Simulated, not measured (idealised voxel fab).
process module | voxel transistor to metal
cross-section cut | 295 nm wide | cells 5 nm
A cross-section is a grid of square cells, given in bands from the top down. A band is one or more rows of cells.
Each band's line starts with the height of the band's top and of its bottom, in nm. Then come its materials from left to right, each with its width in nm. One material with "throughout" fills the band from edge to edge. "air" is empty space.
Height 0 is the level under which the wafer as received is all one material. The lowest band goes on downwards, as in "0 down".
A width such as "30 to 40" changes by the same amount from each row of cells to the next, from the band's top row to its bottom row.
"no change" after a step means that no cell of the cross-section changed.
closed voids: empty space of 8 cells or more with no open way to the top, each as width x height at its distance from the left edge, in nm
after a step's settings: what the simulator itself notes on the step
overlay nm, on a step with a mask: how far to the right of its planned place the mask lay; to the left if negative
Each pair below shows a cross-section before one step and the cross-section after it, down to the lowest band that changed. The line under each pair gives the step between them, with its settings. The pairs can come from different runs of this module on the same starting wafer, so a pair continues from the pair above only where its "before" says so.
before
  30 to 5: SiO2 50 | SiN 10 | SiO2 5 | air 25 | SiO2 5 | SiN 10 | SiO2 80 | SiN 10 | SiO2 5 | air 25 | SiO2 5 | SiN 10 | SiO2 55
  5 to 0: SiO2 40 | SiGe 10 | SiN 10 | SiO2 5 | air 25 | SiO2 5 | SiN 10 | SiGe 10 | SiO2 60 | SiGe 10 | SiN 10 | SiO2 5 | air 25 | SiO2 5 | SiN 10 | SiGe 10 | SiO2 45
  0 to -5: SiO2 40 | SiGe 10 | SiO2 55 | SiGe 10 | SiO2 60 | SiGe 10 | SiO2 55 | SiGe 10 | SiO2 45
  -5 to -15: SiO2 20 | SiGe 30 | Si 55 | SiGe 30 | SiO2 20 | SiGe 30 | Si 55 | SiGe 30 | SiO2 25
  -15 to -40: SiO2 20 | Si 115 | SiO2 20 | Si 115 | SiO2 25
  -40 down: Si throughout
  closed voids: none
after
  30 to 25: air 50 | SiN 10 | air 35 | SiN 10 | air 80 | SiN 10 | air 35 | SiN 10 | air 55
  25 to 5: SiO2 50 | SiN 10 | air 35 | SiN 10 | SiO2 80 | SiN 10 | air 35 | SiN 10 | SiO2 55
  5 to 0: SiO2 40 | SiGe 10 | SiN 10 | air 35 | SiN 10 | SiGe 10 | SiO2 60 | SiGe 10 | SiN 10 | air 35 | SiN 10 | SiGe 10 | SiO2 45
  0 to -5: SiO2 40 | SiGe 10 | SiO2 10 | air 35 | SiO2 10 | SiGe 10 | SiO2 60 | SiGe 10 | SiO2 10 | air 35 | SiO2 10 | SiGe 10 | SiO2 45
  below -5: unchanged
  closed voids: none
the step between: op SELECTIVE_ETCH | etch materials SiO2 | depth nm 5
before: the cross-section after the pair above
after
  35 to 30: air 45 | HfO2 20 | air 25 | HfO2 20 | air 70 | HfO2 20 | air 25 | HfO2 20 | air 50
  30 to 25: HfO2 50 | SiN 10 | HfO2 5 | air 25 | HfO2 5 | SiN 10 | HfO2 80 | SiN 10 | HfO2 5 | air 25 | HfO2 5 | SiN 10 | HfO2 55
  25 to 5: SiO2 50 | SiN 10 | HfO2 5 | air 25 | HfO2 5 | SiN 10 | SiO2 80 | SiN 10 | HfO2 5 | air 25 | HfO2 5 | SiN 10 | SiO2 55
  5 to 0: SiO2 40 | SiGe 10 | SiN 10 | HfO2 5 | air 25 | HfO2 5 | SiN 10 | SiGe 10 | SiO2 60 | SiGe 10 | SiN 10 | HfO2 5 | air 25 | HfO2 5 | SiN 10 | SiGe 10 | SiO2 45
  0 to -5: SiO2 40 | SiGe 10 | SiO2 10 | HfO2 35 | SiO2 10 | SiGe 10 | SiO2 60 | SiGe 10 | SiO2 10 | HfO2 35 | SiO2 10 | SiGe 10 | SiO2 45
  below -5: unchanged
  closed voids: none
the step between: op CONFORMAL_DEP | material HfO2 | thk nm 5
before: the cross-section after the pair above
after
  40 to 35: air 40 | TiN 30 | air 15 | TiN 30 | air 60 | TiN 30 | air 15 | TiN 30 | air 45
  35 to 30: TiN 45 | HfO2 20 | TiN 5 | air 15 | TiN 5 | HfO2 20 | TiN 70 | HfO2 20 | TiN 5 | air 15 | TiN 5 | HfO2 20 | TiN 50
  30 to 25: HfO2 50 | SiN 10 | HfO2 5 | TiN 5 | air 15 | TiN 5 | HfO2 5 | SiN 10 | HfO2 80 | SiN 10 | HfO2 5 | TiN 5 | air 15 | TiN 5 | HfO2 5 | SiN 10 | HfO2 55
  25 to 5: SiO2 50 | SiN 10 | HfO2 5 | TiN 5 | air 15 | TiN 5 | HfO2 5 | SiN 10 | SiO2 80 | SiN 10 | HfO2 5 | TiN 5 | air 15 | TiN 5 | HfO2 5 | SiN 10 | SiO2 55
  5 to 0: SiO2 40 | SiGe 10 | SiN 10 | HfO2 5 | TiN 25 | HfO2 5 | SiN 10 | SiGe 10 | SiO2 60 | SiGe 10 | SiN 10 | HfO2 5 | TiN 25 | HfO2 5 | SiN 10 | SiGe 10 | SiO2 45
  below 0: unchanged
  closed voids: none
the step between: op CONFORMAL_DEP | material TiN | thk nm 5
before: the cross-section after the pair above
after
  50 to 40: W throughout
  40 to 35: W 40 | TiN 30 | W 15 | TiN 30 | W 60 | TiN 30 | W 15 | TiN 30 | W 45
  35 to 30: TiN 45 | HfO2 20 | TiN 5 | W 15 | TiN 5 | HfO2 20 | TiN 70 | HfO2 20 | TiN 5 | W 15 | TiN 5 | HfO2 20 | TiN 50
  30 to 25: HfO2 50 | SiN 10 | HfO2 5 | TiN 5 | W 15 | TiN 5 | HfO2 5 | SiN 10 | HfO2 80 | SiN 10 | HfO2 5 | TiN 5 | W 15 | TiN 5 | HfO2 5 | SiN 10 | HfO2 55
  25 to 5: SiO2 50 | SiN 10 | HfO2 5 | TiN 5 | W 15 | TiN 5 | HfO2 5 | SiN 10 | SiO2 80 | SiN 10 | HfO2 5 | TiN 5 | W 15 | TiN 5 | HfO2 5 | SiN 10 | SiO2 55
  below 5: unchanged
  closed voids: none
the step between: op FILL_DEP | material W | thk nm 10
before: the cross-section after the pair above
after
  25 to 5: SiO2 50 | SiN 10 | HfO2 5 | TiN 5 | W 15 | TiN 5 | HfO2 5 | SiN 10 | SiO2 80 | SiN 10 | HfO2 5 | TiN 5 | W 15 | TiN 5 | HfO2 5 | SiN 10 | SiO2 55
  below 5: unchanged
  closed voids: none
the step between: op CMP | height nm 25
before: the cross-section after the pair above
after
  35 to 25: SiO2 throughout
  below 25: unchanged
  closed voids: none
the step between: op DIRECTIONAL_DEP | material SiO2 | thk nm 10
before: the cross-section after the pair above
after
  35 to 25: SiO2 25 | air 20 | SiO2 65 | air 20 | SiO2 30 | air 20 | SiO2 65 | air 20 | SiO2 30
  25 to 5: SiO2 25 | air 20 | SiO2 5 | SiN 10 | HfO2 5 | TiN 5 | W 15 | TiN 5 | HfO2 5 | SiN 10 | SiO2 5 | air 20 | SiO2 30 | air 20 | SiO2 5 | SiN 10 | HfO2 5 | TiN 5 | W 15 | TiN 5 | HfO2 5 | SiN 10 | SiO2 5 | air 20 | SiO2 30
  5 to 0: SiO2 25 | air 15 | SiGe 10 | SiN 10 | HfO2 5 | TiN 25 | HfO2 5 | SiN 10 | SiGe 10 | air 15 | SiO2 30 | air 15 | SiGe 10 | SiN 10 | HfO2 5 | TiN 25 | HfO2 5 | SiN 10 | SiGe 10 | air 15 | SiO2 30
  0 to -5: SiO2 25 | air 15 | SiGe 10 | SiO2 10 | HfO2 35 | SiO2 10 | SiGe 10 | air 15 | SiO2 30 | air 15 | SiGe 10 | SiO2 10 | HfO2 35 | SiO2 10 | SiGe 10 | air 15 | SiO2 30
  below -5: unchanged
  closed voids: none
the step between: op MASKED_ETCH | tone open | mask id CONTACT | width nm 20 | etch materials SiO2 | depth nm 40 | overlay nm 0
before: the cross-section after the pair above
after
  40 to 35: TiN 30 | air 10 | TiN 75 | air 10 | TiN 40 | air 10 | TiN 75 | air 10 | TiN 35
  35 to 25: SiO2 25 | TiN 5 | air 10 | TiN 5 | SiO2 65 | TiN 5 | air 10 | TiN 5 | SiO2 30 | TiN 5 | air 10 | TiN 5 | SiO2 65 | TiN 5 | air 10 | TiN 5 | SiO2 30
  25 to 10: SiO2 25 | TiN 5 | air 10 | TiN 5 | SiO2 5 | SiN 10 | HfO2 5 | TiN 5 | W 15 | TiN 5 | HfO2 5 | SiN 10 | SiO2 5 | TiN 5 | air 10 | TiN 5 | SiO2 30 | TiN 5 | air 10 | TiN 5 | SiO2 5 | SiN 10 | HfO2 5 | TiN 5 | W 15 | TiN 5 | HfO2 5 | SiN 10 | SiO2 5 | TiN 5 | air 10 | TiN 5 | SiO2 30
  10 to 5: SiO2 25 | TiN 5 | air 5 | TiN 10 | SiO2 5 | SiN 10 | HfO2 5 | TiN 5 | W 15 | TiN 5 | HfO2 5 | SiN 10 | SiO2 5 | TiN 10 | air 5 | TiN 5 | SiO2 30 | TiN 5 | air 5 | TiN 10 | SiO2 5 | SiN 10 | HfO2 5 | TiN 5 | W 15 | TiN 5 | HfO2 5 | SiN 10 | SiO2 5 | TiN 10 | air 5 | TiN 5 | SiO2 30
  5 to 0: SiO2 25 | TiN 5 | air 5 | TiN 5 | SiGe 10 | SiN 10 | HfO2 5 | TiN 25 | HfO2 5 | SiN 10 | SiGe 10 | TiN 5 | air 5 | TiN 5 | SiO2 30 | TiN 5 | air 5 | TiN 5 | SiGe 10 | SiN 10 | HfO2 5 | TiN 25 | HfO2 5 | SiN 10 | SiGe 10 | TiN 5 | air 5 | TiN 5 | SiO2 30
  0 to -5: SiO2 25 | TiN 15 | SiGe 10 | SiO2 10 | HfO2 35 | SiO2 10 | SiGe 10 | TiN 15 | SiO2 30 | TiN 15 | SiGe 10 | SiO2 10 | HfO2 35 | SiO2 10 | SiGe 10 | TiN 15 | SiO2 30
  below -5: unchanged
  closed voids: none
the step between: op CONFORMAL_DEP | material TiN | thk nm 5
before: the cross-section after the pair above
after
  45 to 40: W throughout
  40 to 35: TiN 30 | W 10 | TiN 75 | W 10 | TiN 40 | W 10 | TiN 75 | W 10 | TiN 35
  35 to 25: SiO2 25 | TiN 5 | W 10 | TiN 5 | SiO2 65 | TiN 5 | W 10 | TiN 5 | SiO2 30 | TiN 5 | W 10 | TiN 5 | SiO2 65 | TiN 5 | W 10 | TiN 5 | SiO2 30
  25 to 10: SiO2 25 | TiN 5 | W 10 | TiN 5 | SiO2 5 | SiN 10 | HfO2 5 | TiN 5 | W 15 | TiN 5 | HfO2 5 | SiN 10 | SiO2 5 | TiN 5 | W 10 | TiN 5 | SiO2 30 | TiN 5 | W 10 | TiN 5 | SiO2 5 | SiN 10 | HfO2 5 | TiN 5 | W 15 | TiN 5 | HfO2 5 | SiN 10 | SiO2 5 | TiN 5 | W 10 | TiN 5 | SiO2 30
  10 to 5: SiO2 25 | TiN 5 | W 5 | TiN 10 | SiO2 5 | SiN 10 | HfO2 5 | TiN 5 | W 15 | TiN 5 | HfO2 5 | SiN 10 | SiO2 5 | TiN 10 | W 5 | TiN 5 | SiO2 30 | TiN 5 | W 5 | TiN 10 | SiO2 5 | SiN 10 | HfO2 5 | TiN 5 | W 15 | TiN 5 | HfO2 5 | SiN 10 | SiO2 5 | TiN 10 | W 5 | TiN 5 | SiO2 30
  5 to 0: SiO2 25 | TiN 5 | W 5 | TiN 5 | SiGe 10 | SiN 10 | HfO2 5 | TiN 25 | HfO2 5 | SiN 10 | SiGe 10 | TiN 5 | W 5 | TiN 5 | SiO2 30 | TiN 5 | W 5 | TiN 5 | SiGe 10 | SiN 10 | HfO2 5 | TiN 25 | HfO2 5 | SiN 10 | SiGe 10 | TiN 5 | W 5 | TiN 5 | SiO2 30
  below 0: unchanged
  closed voids: none
the step between: op FILL_DEP | material W | thk nm 5
before: the cross-section after the pair above
after
  35 to 25: SiO2 25 | TiN 5 | W 10 | TiN 5 | SiO2 65 | TiN 5 | W 10 | TiN 5 | SiO2 30 | TiN 5 | W 10 | TiN 5 | SiO2 65 | TiN 5 | W 10 | TiN 5 | SiO2 30
  below 25: unchanged
  closed voids: none
the step between: op CMP | height nm 35
before: the cross-section after the pair above
after
  40 to 35: SiN throughout
  below 35: unchanged
  closed voids: none
the step between: op CONFORMAL_DEP | material SiN | thk nm 5
before: the cross-section after the pair above
after
  55 to 40: lowk throughout
  below 40: unchanged
  closed voids: none
the step between: op DIRECTIONAL_DEP | material lowk | thk nm 15
before: the cross-section after the pair above
after
  55 to 40: lowk 25 | air 20 | lowk 65 | air 20 | lowk 30 | air 20 | lowk 65 | air 20 | lowk 30
  below 40: unchanged
  closed voids: none
the step between: op MASKED_ETCH | tone open | mask id METAL_1 | width nm 20 | etch materials lowk | depth nm 15 | overlay nm 0
before: the cross-section after the pair above
after
  55 to 40: lowk 25 | air 20 | lowk 65 | air 20 | lowk 30 | air 20 | lowk 65 | air 20 | lowk 30
  40 to 35: SiN 25 | air 20 | SiN 65 | air 20 | SiN 30 | air 20 | SiN 65 | air 20 | SiN 30
  below 35: unchanged
  closed voids: none
the step between: op MASKED_ETCH | tone open | mask id METAL_1 | width nm 20 | etch materials SiN | depth nm 5 | overlay nm 0
before: the cross-section after the pair above
after
  60 to 55: TiN 30 | air 10 | TiN 75 | air 10 | TiN 40 | air 10 | TiN 75 | air 10 | TiN 35
  55 to 40: lowk 25 | TiN 5 | air 10 | TiN 5 | lowk 65 | TiN 5 | air 10 | TiN 5 | lowk 30 | TiN 5 | air 10 | TiN 5 | lowk 65 | TiN 5 | air 10 | TiN 5 | lowk 30
  40 to 35: SiN 25 | TiN 20 | SiN 65 | TiN 20 | SiN 30 | TiN 20 | SiN 65 | TiN 20 | SiN 30
  below 35: unchanged
  closed voids: none
the step between: op CONFORMAL_DEP | material TiN | thk nm 5
before: the cross-section after the pair above
after
  70 to 60: Cu throughout
  60 to 55: TiN 30 | Cu 10 | TiN 75 | Cu 10 | TiN 40 | Cu 10 | TiN 75 | Cu 10 | TiN 35
  55 to 40: lowk 25 | TiN 5 | Cu 10 | TiN 5 | lowk 65 | TiN 5 | Cu 10 | TiN 5 | lowk 30 | TiN 5 | Cu 10 | TiN 5 | lowk 65 | TiN 5 | Cu 10 | TiN 5 | lowk 30
  below 40: unchanged
  closed voids: none
the step between: op FILL_DEP | material Cu | thk nm 10
before: the cross-section after the pair above
after
  55 to 40: lowk 25 | TiN 5 | Cu 10 | TiN 5 | lowk 65 | TiN 5 | Cu 10 | TiN 5 | lowk 30 | TiN 5 | Cu 10 | TiN 5 | lowk 65 | TiN 5 | Cu 10 | TiN 5 | lowk 30
  below 40: unchanged
  closed voids: none
the step between: op CMP | height nm 55
before: the cross-section after the pair above
after
  60 to 55: SiCN throughout
  below 55: unchanged
  closed voids: none
the step between: op CONFORMAL_DEP | material SiCN | thk nm 5
before: the cross-section after the pair above
after
  90 to 60: lowk throughout
  below 60: unchanged
  closed voids: none
the step between: op DIRECTIONAL_DEP | material lowk | thk nm 30
before: the cross-section after the pair above
after
  100 to 90: aC throughout
  below 90: unchanged
  closed voids: none
the step between: op DIRECTIONAL_DEP | material aC | thk nm 10
before: the cross-section after the pair above
after
  130 to 100: resist 25 | air 15 | resist 120 | air 15 | resist 120
  below 100: unchanged
  closed voids: none
the step between: op PATTERN | tone open | mask id METAL_2_HOLES | material resist | width nm 15 | pitch nm 135 | thk nm 30 | overlay nm 0
before: the cross-section after the pair above
after
  120 to 100: resist 25 | air 15 | resist 120 | air 15 | resist 120
  100 to 90: aC 25 | air 15 | aC 120 | air 15 | aC 120
  below 90: unchanged
  closed voids: none
the step between: op DIRECTIONAL_ETCH | etch materials aC | depth nm 10
before: the cross-section after the pair above
after
  100 to 90: aC 25 | air 15 | aC 120 | air 15 | aC 120
  below 90: unchanged
  closed voids: none
the step between: op STRIP | etch materials resist
before: the cross-section after the pair above
after
  100 to 90: aC 25 | air 15 | aC 120 | air 15 | aC 120
  90 to 60: lowk 25 | air 15 | lowk 120 | air 15 | lowk 120
  below 60: unchanged
  closed voids: none
the step between: op DIRECTIONAL_ETCH | etch materials lowk | depth nm 30
before: the cross-section after the pair above
after
  90 to 60: lowk 25 | air 15 | lowk 120 | air 15 | lowk 120
  below 60: unchanged
  closed voids: none
the step between: op STRIP | etch materials aC
before: the cross-section after the pair above
after
  105 to 90: resist 25 | air 20 | resist 115 | air 20 | resist 115
  below 90: unchanged
  closed voids: none
the step between: op PATTERN | tone open | mask id METAL_2 | material resist | width nm 20 | pitch nm 135 | thk nm 15 | overlay nm 0
before: the cross-section after the pair above
after
  105 to 90: resist 25 | air 20 | resist 115 | air 20 | resist 115
  90 to 75: lowk 25 | air 20 | lowk 115 | air 20 | lowk 115
  below 75: unchanged
  closed voids: none
the step between: op DIRECTIONAL_ETCH | etch materials lowk | depth nm 15
before: the cross-section after the pair above
after
  105 to 90: resist 25 | air 20 | resist 115 | air 20 | resist 115
  90 to 75: lowk 25 | air 20 | lowk 115 | air 20 | lowk 115
  75 to 60: lowk 25 | air 15 | lowk 120 | air 15 | lowk 120
  60 to 55: SiCN 25 | air 15 | SiCN 120 | air 15 | SiCN 120
  below 55: unchanged
  closed voids: none
the step between: op DIRECTIONAL_ETCH | etch materials SiCN | depth nm 5
before: the cross-section after the pair above
after
  90 to 75: lowk 25 | air 20 | lowk 115 | air 20 | lowk 115
  below 75: unchanged
  closed voids: none
the step between: op STRIP | etch materials resist
before: the cross-section after the pair above
after
  95 to 90: TiN 30 | air 10 | TiN 125 | air 10 | TiN 120
  90 to 80: lowk 25 | TiN 5 | air 10 | TiN 5 | lowk 115 | TiN 5 | air 10 | TiN 5 | lowk 115
  80 to 75: lowk 25 | TiN 5 | air 5 | TiN 10 | lowk 115 | TiN 5 | air 5 | TiN 10 | lowk 115
  75 to 60: lowk 25 | TiN 5 | air 5 | TiN 5 | lowk 120 | TiN 5 | air 5 | TiN 5 | lowk 120
  60 to 55: SiCN 25 | TiN 15 | SiCN 120 | TiN 15 | SiCN 120
  below 55: unchanged
  closed voids: none
the step between: op CONFORMAL_DEP | material TiN | thk nm 5
before: the cross-section after the pair above
after
  105 to 95: Ru throughout
  95 to 90: TiN 30 | Ru 10 | TiN 125 | Ru 10 | TiN 120
  90 to 80: lowk 25 | TiN 5 | Ru 10 | TiN 5 | lowk 115 | TiN 5 | Ru 10 | TiN 5 | lowk 115
  80 to 75: lowk 25 | TiN 5 | Ru 5 | TiN 10 | lowk 115 | TiN 5 | Ru 5 | TiN 10 | lowk 115
  75 to 60: lowk 25 | TiN 5 | Ru 5 | TiN 5 | lowk 120 | TiN 5 | Ru 5 | TiN 5 | lowk 120
  below 60: unchanged
  closed voids: none
the step between: op FILL_DEP | material Ru | thk nm 10
before: the cross-section after the pair above
after
  90 to 80: lowk 25 | TiN 5 | Ru 10 | TiN 5 | lowk 115 | TiN 5 | Ru 10 | TiN 5 | lowk 115
  below 80: unchanged
  closed voids: none
the step between: op CMP | height nm 90
before: the cross-section after the pair above
after
  95 to 90: SiCN throughout
  below 90: unchanged
  closed voids: none
the step between: op CONFORMAL_DEP | material SiCN | thk nm 5
before
  25 to 5: SiO2 50 | SiN 10 | HfO2 5 | TiN 5 | W 15 | TiN 5 | HfO2 5 | SiN 10 | SiO2 80 | SiN 10 | HfO2 5 | TiN 5 | W 15 | TiN 5 | HfO2 5 | SiN 10 | SiO2 55
  5 to 0: SiO2 40 | SiGe 10 | SiN 10 | HfO2 5 | TiN 25 | HfO2 5 | SiN 10 | SiGe 10 | SiO2 60 | SiGe 10 | SiN 10 | HfO2 5 | TiN 25 | HfO2 5 | SiN 10 | SiGe 10 | SiO2 45
  0 to -5: SiO2 40 | SiGe 10 | SiO2 10 | HfO2 35 | SiO2 10 | SiGe 10 | SiO2 60 | SiGe 10 | SiO2 10 | HfO2 35 | SiO2 10 | SiGe 10 | SiO2 45
  -5 to -15: SiO2 20 | SiGe 30 | Si 55 | SiGe 30 | SiO2 20 | SiGe 30 | Si 55 | SiGe 30 | SiO2 25
  -15 to -20: SiO2 20 | Si 115 | SiO2 20 | Si 115 | SiO2 25
  -20 down: Si throughout
  closed voids: none
after
  25 to 5: SiO2 25 | air 20 | SiO2 5 | SiN 10 | HfO2 5 | TiN 5 | W 15 | TiN 5 | HfO2 5 | SiN 10 | SiO2 5 | air 20 | SiO2 30 | air 20 | SiO2 5 | SiN 10 | HfO2 5 | TiN 5 | W 15 | TiN 5 | HfO2 5 | SiN 10 | SiO2 5 | air 20 | SiO2 30
  5 to 0: SiO2 25 | air 15 | SiGe 10 | SiN 10 | HfO2 5 | TiN 25 | HfO2 5 | SiN 10 | SiGe 10 | air 15 | SiO2 30 | air 15 | SiGe 10 | SiN 10 | HfO2 5 | TiN 25 | HfO2 5 | SiN 10 | SiGe 10 | air 15 | SiO2 30
  0 to -5: SiO2 25 | air 15 | SiGe 10 | SiO2 10 | HfO2 35 | SiO2 10 | SiGe 10 | air 15 | SiO2 30 | air 15 | SiGe 10 | SiO2 10 | HfO2 35 | SiO2 10 | SiGe 10 | air 15 | SiO2 30
  below -5: unchanged
  closed voids: none
the step between: op MASKED_ETCH | tone open | mask id CONTACT | width nm 20 | etch materials SiO2 | depth nm 40 | overlay nm 0
before: the cross-section after the pair above
after
  35 to 25: SiO2 25 | air 20 | SiO2 65 | air 20 | SiO2 30 | air 20 | SiO2 65 | air 20 | SiO2 30
  25 to 15: SiO2 25 | air 20 | SiO2 5 | SiN 10 | HfO2 5 | TiN 5 | W 15 | TiN 5 | HfO2 5 | SiN 10 | SiO2 5 | air 20 | SiO2 30 | air 20 | SiO2 5 | SiN 10 | HfO2 5 | TiN 5 | W 15 | TiN 5 | HfO2 5 | SiN 10 | SiO2 5 | air 20 | SiO2 30
  15 to 5: SiO2 25 | air 15 | SiO2 10 | SiN 10 | HfO2 5 | TiN 5 | W 15 | TiN 5 | HfO2 5 | SiN 10 | SiO2 10 | air 15 | SiO2 30 | air 15 | SiO2 10 | SiN 10 | HfO2 5 | TiN 5 | W 15 | TiN 5 | HfO2 5 | SiN 10 | SiO2 10 | air 15 | SiO2 30
  5 to 0: SiO2 40 | SiGe 10 | SiN 10 | HfO2 5 | TiN 25 | HfO2 5 | SiN 10 | SiGe 10 | SiO2 60 | SiGe 10 | SiN 10 | HfO2 5 | TiN 25 | HfO2 5 | SiN 10 | SiGe 10 | SiO2 45
  0 to -5: SiO2 40 | SiGe 10 | SiO2 10 | HfO2 35 | SiO2 10 | SiGe 10 | SiO2 60 | SiGe 10 | SiO2 10 | HfO2 35 | SiO2 10 | SiGe 10 | SiO2 45
  below -5: unchanged
  closed voids: none
the step between: op DIRECTIONAL_DEP | material SiO2 | thk nm 10
before: the cross-section after the pair above
after
  40 to 35: TiN 30 | air 10 | TiN 75 | air 10 | TiN 40 | air 10 | TiN 75 | air 10 | TiN 35
  35 to 25: SiO2 25 | TiN 5 | air 10 | TiN 5 | SiO2 65 | TiN 5 | air 10 | TiN 5 | SiO2 30 | TiN 5 | air 10 | TiN 5 | SiO2 65 | TiN 5 | air 10 | TiN 5 | SiO2 30
  25 to 15: SiO2 25 | TiN 5 | air 10 to 5 | TiN 5 to 10 | SiO2 5 | SiN 10 | HfO2 5 | TiN 5 | W 15 | TiN 5 | HfO2 5 | SiN 10 | SiO2 5 | TiN 5 to 10 | air 10 to 5 | TiN 5 | SiO2 30 | TiN 5 | air 10 to 5 | TiN 5 to 10 | SiO2 5 | SiN 10 | HfO2 5 | TiN 5 | W 15 | TiN 5 | HfO2 5 | SiN 10 | SiO2 5 | TiN 5 to 10 | air 10 to 5 | TiN 5 | SiO2 30
  15 to 10: SiO2 25 | TiN 5 | air 5 | TiN 5 | SiO2 10 | SiN 10 | HfO2 5 | TiN 5 | W 15 | TiN 5 | HfO2 5 | SiN 10 | SiO2 10 | TiN 5 | air 5 | TiN 5 | SiO2 30 | TiN 5 | air 5 | TiN 5 | SiO2 10 | SiN 10 | HfO2 5 | TiN 5 | W 15 | TiN 5 | HfO2 5 | SiN 10 | SiO2 10 | TiN 5 | air 5 | TiN 5 | SiO2 30
  10 to 5: SiO2 25 | TiN 15 | SiO2 10 | SiN 10 | HfO2 5 | TiN 5 | W 15 | TiN 5 | HfO2 5 | SiN 10 | SiO2 10 | TiN 15 | SiO2 30 | TiN 15 | SiO2 10 | SiN 10 | HfO2 5 | TiN 5 | W 15 | TiN 5 | HfO2 5 | SiN 10 | SiO2 10 | TiN 15 | SiO2 30
  below 5: unchanged
  closed voids: none
the step between: op CONFORMAL_DEP | material TiN | thk nm 5
before: the cross-section after the pair above
after
  45 to 40: W throughout
  40 to 35: TiN 30 | W 10 | TiN 75 | W 10 | TiN 40 | W 10 | TiN 75 | W 10 | TiN 35
  35 to 25: SiO2 25 | TiN 5 | W 10 | TiN 5 | SiO2 65 | TiN 5 | W 10 | TiN 5 | SiO2 30 | TiN 5 | W 10 | TiN 5 | SiO2 65 | TiN 5 | W 10 | TiN 5 | SiO2 30
  25 to 15: SiO2 25 | TiN 5 | W 10 to 5 | TiN 5 to 10 | SiO2 5 | SiN 10 | HfO2 5 | TiN 5 | W 15 | TiN 5 | HfO2 5 | SiN 10 | SiO2 5 | TiN 5 to 10 | W 10 to 5 | TiN 5 | SiO2 30 | TiN 5 | W 10 to 5 | TiN 5 to 10 | SiO2 5 | SiN 10 | HfO2 5 | TiN 5 | W 15 | TiN 5 | HfO2 5 | SiN 10 | SiO2 5 | TiN 5 to 10 | W 10 to 5 | TiN 5 | SiO2 30
  15 to 10: SiO2 25 | TiN 5 | W 5 | TiN 5 | SiO2 10 | SiN 10 | HfO2 5 | TiN 5 | W 15 | TiN 5 | HfO2 5 | SiN 10 | SiO2 10 | TiN 5 | W 5 | TiN 5 | SiO2 30 | TiN 5 | W 5 | TiN 5 | SiO2 10 | SiN 10 | HfO2 5 | TiN 5 | W 15 | TiN 5 | HfO2 5 | SiN 10 | SiO2 10 | TiN 5 | W 5 | TiN 5 | SiO2 30
  below 10: unchanged
  closed voids: none
the step between: op FILL_DEP | material W | thk nm 5
before: the cross-section after the pair above
after
  35 to 25: SiO2 25 | TiN 5 | W 10 | TiN 5 | SiO2 65 | TiN 5 | W 10 | TiN 5 | SiO2 30 | TiN 5 | W 10 | TiN 5 | SiO2 65 | TiN 5 | W 10 | TiN 5 | SiO2 30
  below 25: unchanged
  closed voids: none
the step between: op CMP | height nm 35
before: the cross-section after the pair above
after
  40 to 35: SiN throughout
  below 35: unchanged
  closed voids: none
the step between: op CONFORMAL_DEP | material SiN | thk nm 5
before: the cross-section after the pair above
after
  55 to 40: lowk throughout
  below 40: unchanged
  closed voids: none
the step between: op DIRECTIONAL_DEP | material lowk | thk nm 15
before: the cross-section after the pair above
after
  55 to 40: lowk 25 | air 20 | lowk 65 | air 20 | lowk 30 | air 20 | lowk 65 | air 20 | lowk 30
  below 40: unchanged
  closed voids: none
the step between: op MASKED_ETCH | tone open | mask id METAL_1 | width nm 20 | etch materials lowk | depth nm 15 | overlay nm 0
before: the cross-section after the pair above
after
  55 to 40: lowk 25 | air 20 | lowk 65 | air 20 | lowk 30 | air 20 | lowk 65 | air 20 | lowk 30
  40 to 35: SiN 25 | air 20 | SiN 65 | air 20 | SiN 30 | air 20 | SiN 65 | air 20 | SiN 30
  below 35: unchanged
  closed voids: none
the step between: op MASKED_ETCH | tone open | mask id METAL_1 | width nm 20 | etch materials SiN | depth nm 5 | overlay nm 0
before: the cross-section after the pair above
after
  60 to 55: TiN 30 | air 10 | TiN 75 | air 10 | TiN 40 | air 10 | TiN 75 | air 10 | TiN 35
  55 to 40: lowk 25 | TiN 5 | air 10 | TiN 5 | lowk 65 | TiN 5 | air 10 | TiN 5 | lowk 30 | TiN 5 | air 10 | TiN 5 | lowk 65 | TiN 5 | air 10 | TiN 5 | lowk 30
  40 to 35: SiN 25 | TiN 20 | SiN 65 | TiN 20 | SiN 30 | TiN 20 | SiN 65 | TiN 20 | SiN 30
  below 35: unchanged
  closed voids: none
the step between: op CONFORMAL_DEP | material TiN | thk nm 5
before: the cross-section after the pair above
after
  70 to 60: Cu throughout
  60 to 55: TiN 30 | Cu 10 | TiN 75 | Cu 10 | TiN 40 | Cu 10 | TiN 75 | Cu 10 | TiN 35
  55 to 40: lowk 25 | TiN 5 | Cu 10 | TiN 5 | lowk 65 | TiN 5 | Cu 10 | TiN 5 | lowk 30 | TiN 5 | Cu 10 | TiN 5 | lowk 65 | TiN 5 | Cu 10 | TiN 5 | lowk 30
  below 40: unchanged
  closed voids: none
the step between: op FILL_DEP | material Cu | thk nm 10
before: the cross-section after the pair above
after
  55 to 40: lowk 25 | TiN 5 | Cu 10 | TiN 5 | lowk 65 | TiN 5 | Cu 10 | TiN 5 | lowk 30 | TiN 5 | Cu 10 | TiN 5 | lowk 65 | TiN 5 | Cu 10 | TiN 5 | lowk 30
  below 40: unchanged
  closed voids: none
the step between: op CMP | height nm 55
before: the cross-section after the pair above
after
  60 to 55: SiCN throughout
  below 55: unchanged
  closed voids: none
the step between: op CONFORMAL_DEP | material SiCN | thk nm 5
before: the cross-section after the pair above
after
  90 to 60: lowk throughout
  below 60: unchanged
  closed voids: none
the step between: op DIRECTIONAL_DEP | material lowk | thk nm 30
before: the cross-section after the pair above
after
  100 to 90: aC throughout
  below 90: unchanged
  closed voids: none
the step between: op DIRECTIONAL_DEP | material aC | thk nm 10
before: the cross-section after the pair above
after
  130 to 100: resist 25 | air 15 | resist 120 | air 15 | resist 120
  below 100: unchanged
  closed voids: none
the step between: op PATTERN | tone open | mask id METAL_2_HOLES | material resist | width nm 15 | pitch nm 135 | thk nm 30 | overlay nm 0
before: the cross-section after the pair above
after
  120 to 100: resist 25 | air 15 | resist 120 | air 15 | resist 120
  100 to 90: aC 25 | air 15 | aC 120 | air 15 | aC 120
  below 90: unchanged
  closed voids: none
the step between: op DIRECTIONAL_ETCH | etch materials aC | depth nm 10
before: the cross-section after the pair above
after
  100 to 90: aC 25 | air 15 | aC 120 | air 15 | aC 120
  below 90: unchanged
  closed voids: none
the step between: op STRIP | etch materials resist
before: the cross-section after the pair above
after
  100 to 90: aC 25 | air 15 | aC 120 | air 15 | aC 120
  90 to 60: lowk 25 | air 15 | lowk 120 | air 15 | lowk 120
  below 60: unchanged
  closed voids: none
the step between: op DIRECTIONAL_ETCH | etch materials lowk | depth nm 30
before: the cross-section after the pair above
after
  90 to 60: lowk 25 | air 15 | lowk 120 | air 15 | lowk 120
  below 60: unchanged
  closed voids: none
the step between: op STRIP | etch materials aC
